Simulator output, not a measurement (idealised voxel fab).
Process module name: voxel spacer lines
225 nm wide, 5 nm square cells: that's cross-section cut.
Cross-section format: a grid of square cells, given as bands from top to bottom; each band is one or more rows of cells. Look at the band entry: it leads with the top's height and the bottom's height in nm. Then it lists the materials left to right, with a width in nm for each. The word "throughout" on a single material says that material fills the band edge to edge. The word "blank" is empty space. The level at which height equals 0 is the one under which the wafer, as it arrives, is entirely one material. No lower edge exists for the bottom band, which continues downward and is notated as in "from 0 down". Width spec "30..40" -> top row of cells at first value, bottom row at second value, equal per-row change in between. The cross-section has no changed cell in any step marked "nothing was modified". "Tabulated closed voids" contains a list of empty spaces, each no smaller than 8 cells and without an open way to the top, written in the form width x height at distance with the distance from the left edge and all three in nm. On each step's line, the part that comes after the settings is the simulator's own comment on the step. You can add "overlay nm" to a step's line. For a step with a mask, it describes how far the mask lay to the right of its planned position, and a negative number describes a lay to the left.

[Steps planned for the process]
1,RECEIVE,material Si
2,CONFORMAL_DEP,material Al2O3,thk nm 10
3,DIRECTIONAL_DEP,material polySi,thk nm 15
4,DIRECTIONAL_DEP,material aC,thk nm 30
5,PATTERN,tone cover,mask id MANDREL,material resist,width nm 20,pitch nm 60,thk nm 35,overlay nm 0
6,DIRECTIONAL_ETCH,etch materials aC,depth nm 30
7,STRIP,etch materials resist
8,CONFORMAL_DEP,material SiO2,thk nm 10
9,DIRECTIONAL_ETCH,etch materials SiO2,depth nm 10
10,STRIP,etch materials aC
11,DIRECTIONAL_ETCH,etch materials polySi,depth nm 15
12,STRIP,etch materials SiO2

[Step 1 complete: cross-section of the wafer as received]
from 0 down = Si throughout
Tabulated closed voids: none

[Here's the cross-section of the first of our two wafers at the end of the module - it ran as planned]
from 25 to 10 = 60 nm blank, 10 nm polySi, 20 nm blank, 10 nm polySi, 20 nm blank, 10 nm polySi, 20 nm blank, 10 nm polySi, 65 nm blank
from 10 to 0 = Al2O3 throughout
from 0 down = Si throughout
Tabulated closed voids: none

[second wafer at the end: like start, like plan, one mistake]
from 25 to 10 = 65 nm blank, 10 nm polySi, 15 nm blank, 10 nm polySi, 25 nm blank, 10 nm polySi, 15 nm blank, 10 nm polySi, 65 nm blank
from 10 to 0 = Al2O3 throughout
from 0 down = Si throughout
Tabulated closed voids: none
Processing error: step 5 went in with a setting other than planned; the actual run was PATTERN,tone cover,mask id MANDREL,material resist,width nm 15,pitch nm 60,thk nm 35,overlay nm 0
Tallied in cells, the final second wafer holds each material in the same quantity as the first, although not at the same places.
